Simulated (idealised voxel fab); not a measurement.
Herein follows the process module entitled voxel transistor to metal.
The cross-section on display is named cut; it measures 290 nm wide, and its cells are 5 nm squares.
Heads up, the way a cross-section reads in here is a grid of square cells, handed over as bands from the top down, with every band being one or more rows of cells. The entry gives the band's vertical extent as a top height and a bottom height in nm, then its horizontal make-up as materials from left to right, each with a width in nm. "air" stands for empty space; a single material marked "full width" fills the band edge to edge. Heights from 0 (as-received wafer is one material below). Bottom band endless downward, as "0 and below". The notation "30..40" denotes a width that varies across the rows of cells in the band, beginning at the first number in the top row, finishing at the second number in the bottom row, and changing by an identical amount from each row to the next. You'll sometimes find "remained unchanged" written for a step, and that's the way of saying that nowhere in the cross-section did a cell change during that step. The entry "Voids, sealed" lists the empty spaces that cover at least 8 cells and have no open path to the top. Each is written as width x height at distance, where the distance is measured from the left edge and all three values are in nm. It should be noted that, on the line of a given step, the content following the step's settings is a remark produced by the simulator itself with respect to that step. overlay nm: for a step with a mask, the amount by which the mask lay right of where it was planned; a negative amount means left of it.

Planned step list for the process
step 1: RECEIVE [material Si]
step 2: OXIDIZE [depth nm 5]
step 3: CONFORMAL_DEP [material SiN] [thk nm 10]
step 4: MASKED_ETCH [tone cover] [mask id ACTIVE] [width nm 95] [pitch nm 115] [etch materials SiN] [depth nm 10] [overlay nm 0]
step 5: MASKED_ETCH [tone cover] [mask id ACTIVE] [width nm 95] [pitch nm 115] [etch materials SiO2] [depth nm 5] [overlay nm 0]
step 6: MASKED_ETCH [tone cover] [mask id ACTIVE] [width nm 95] [pitch nm 115] [etch materials Si] [depth nm 35] [overlay nm 0]
step 7: FILL_DEP [material SiO2] [thk nm 10]
step 8: CMP [height nm 10]
step 9: SELECTIVE_ETCH [etch materials SiO2] [depth nm 5]
step 10: STRIP [etch materials SiN]
step 11: SELECTIVE_ETCH [etch materials SiO2] [depth nm 5]
step 12: OXIDIZE [depth nm 5]
step 13: DIRECTIONAL_DEP [material polySi] [thk nm 20]
step 14: DIRECTIONAL_DEP [material SiCN] [thk nm 10]
step 15: MASKED_ETCH [tone cover] [mask id GATE] [width nm 15] [pitch nm 115] [etch materials SiCN] [depth nm 20] [overlay nm 0]
step 16: MASKED_ETCH [tone cover] [mask id GATE] [width nm 15] [pitch nm 115] [etch materials polySi] [depth nm 30] [overlay nm 0]
step 17: CONFORMAL_DEP [material SiO2] [thk nm 5]
step 18: DIRECTIONAL_ETCH [etch materials SiO2] [depth nm 5]
step 19: CONFORMAL_DEP [material SiN] [thk nm 10]
step 20: DIRECTIONAL_ETCH [etch materials SiN] [depth nm 10]
step 21: DIRECTIONAL_ETCH [etch materials SiO2] [depth nm 5]
step 22: DIRECTIONAL_ETCH [etch materials Si] [depth nm 10]
step 23: EPI [material nSi] [thk nm 10]
step 24: FILL_DEP [material SiO2] [thk nm 10]
step 25: CMP [height nm 25]
step 26: DIRECTIONAL_DEP [material SiO2] [thk nm 15]
step 27: PATTERN [tone open] [mask id CONTACT] [material resist] [width nm 20] [thk nm 15] [overlay nm 0]
step 28: DIRECTIONAL_ETCH [etch materials SiO2] [depth nm 40]
step 29: STRIP [etch materials resist]
step 30: CONFORMAL_DEP [material TiN] [thk nm 5]
step 31: FILL_DEP [material W] [thk nm 10]
step 32: CMP [height nm 40]
step 33: CONFORMAL_DEP [material SiN] [thk nm 5]
step 34: DIRECTIONAL_DEP [material lowk] [thk nm 20]
step 35: DIRECTIONAL_DEP [material aC] [thk nm 10]
step 36: PATTERN [tone open] [mask id METAL_1] [material resist] [width nm 20] [thk nm 25] [overlay nm 0]
step 37: DIRECTIONAL_ETCH [etch materials aC] [depth nm 10]
step 38: STRIP [etch materials resist]
step 39: DIRECTIONAL_ETCH [etch materials lowk] [depth nm 20]
step 40: DIRECTIONAL_ETCH [etch materials SiN] [depth nm 5]
step 41: STRIP [etch materials aC]
step 42: CONFORMAL_DEP [material TiN] [thk nm 5]
step 43: FILL_DEP [material Cu] [thk nm 5]
step 44: CMP [height nm 65]
step 45: CONFORMAL_DEP [material SiCN] [thk nm 5]
step 46: DIRECTIONAL_DEP [material lowk] [thk nm 30]
step 47: DIRECTIONAL_DEP [material aC] [thk nm 15]
step 48: PATTERN [tone open] [mask id METAL_2] [material resist] [width nm 20] [pitch nm 115] [thk nm 35] [overlay nm 0]
step 49: DIRECTIONAL_ETCH [etch materials aC] [depth nm 15]
step 50: STRIP [etch materials resist]
step 51: DIRECTIONAL_ETCH [etch materials lowk] [depth nm 20]
step 52: STRIP [etch materials aC]
step 53: MASKED_ETCH [tone open] [mask id METAL_2_HOLES] [width nm 15] [pitch nm 115] [etch materials lowk] [depth nm 10] [overlay nm 0]
step 54: MASKED_ETCH [tone open] [mask id METAL_2_HOLES] [width nm 15] [pitch nm 115] [etch materials SiCN] [depth nm 5] [overlay nm 0]
step 55: CONFORMAL_DEP [material TiN] [thk nm 5]
step 56: FILL_DEP [material Cu] [thk nm 5]
step 57: CMP [height nm 100]
step 58: CONFORMAL_DEP [material SiCN] [thk nm 5]

Cross-section of the wafer at receipt, which is the condition after step 1
- 0 and below: Si full width
- Voids, sealed: none

Wafer cross-section at end of module: start and plan as shown above, one execution error
- 105 down to 100: SiCN full width
- 100 down to 95: TiN (50)  Cu (5)  TiN (110)  Cu (5)  TiN (120)
- 95 down to 90: lowk (45)  TiN (5)  Cu (5)  TiN (5)  lowk (100)  TiN (5)  Cu (5)  TiN (5)  lowk (115)
- 90 down to 85: lowk (45)  TiN (15)  lowk (100)  TiN (15)  lowk (115)
- 85 down to 70: aC full width
- 70 down to 65: SiCN full width
- 65 down to 45: lowk (45)  TiN (5)  Cu (10)  TiN (5)  lowk (45)  TiN (5)  Cu (10)  TiN (5)  lowk (30)  TiN (5)  Cu (10)  TiN (5)  lowk (45)  TiN (5)  Cu (10)  TiN (5)  lowk (45)
- 45 down to 40: SiN (45)  TiN (20)  SiN (45)  TiN (20)  SiN (30)  TiN (20)  SiN (45)  TiN (20)  SiN (45)
- 40 down to 25: SiO2 (45)  TiN (5)  W (10)  TiN (5)  SiO2 (45)  TiN (5)  W (10)  TiN (5)  SiO2 (30)  TiN (5)  W (10)  TiN (5)  SiO2 (45)  TiN (5)  W (10)  TiN (5)  SiO2 (45)
- 25 down to 15: SiO2 (45)  TiN (5)  W (10)  TiN (5)  SiN (10)  SiO2 (5)  SiCN (15)  SiO2 (5)  SiN (10)  TiN (5)  W (10)  TiN (5)  SiO2 (30)  TiN (5)  W (10)  TiN (5)  SiN (10)  SiO2 (5)  SiCN (15)  SiO2 (5)  SiN (10)  TiN (5)  W (10)  TiN (5)  SiO2 (45)
- 15 down to 5: SiO2 (45)  TiN (5)  W (10)  TiN (5)  SiN (10)  SiO2 (5)  polySi (15)  SiO2 (5)  SiN (10)  TiN (5)  W (10)  TiN (5)  SiO2 (30)  TiN (5)  W (10)  TiN (5)  SiN (10)  SiO2 (5)  polySi (15)  SiO2 (5)  SiN (10)  TiN (5)  W (10)  TiN (5)  SiO2 (45)
- 5 down to 0: SiO2 (45)  TiN (20)  SiN (10)  SiO2 (5)  polySi (15)  SiO2 (5)  SiN (10)  TiN (20)  SiO2 (30)  TiN (20)  SiN (10)  SiO2 (5)  polySi (15)  SiO2 (5)  SiN (10)  TiN (20)  SiO2 (45)
- 0 down to -5: SiO2 (40)  SiN (10)  nSi (15)  SiN (10)  SiO2 (5)  polySi (15)  SiO2 (5)  SiN (10)  nSi (15)  SiN (10)  SiO2 (20)  SiN (10)  nSi (15)  SiN (10)  SiO2 (5)  polySi (15)  SiO2 (5)  SiN (10)  nSi (15)  SiN (10)  SiO2 (40)
- -5 down to -10: SiO2 (50)  nSi (15)  SiO2 (45)  nSi (15)  SiO2 (40)  nSi (15)  SiO2 (45)  nSi (15)  SiO2 (50)
- -10 down to -20: SiO2 (40)  Si (10)  nSi (15)  Si (45)  nSi (15)  Si (10)  SiO2 (20)  Si (10)  nSi (15)  Si (45)  nSi (15)  Si (10)  SiO2 (40)
- -20 down to -40: SiO2 (40)  Si (95)  SiO2 (20)  Si (95)  SiO2 (40)
- -40 and below: Si full width
- Voids, sealed: none
Deviation noted in wafer processing: plan vs actual: 46 and 47 interchanged
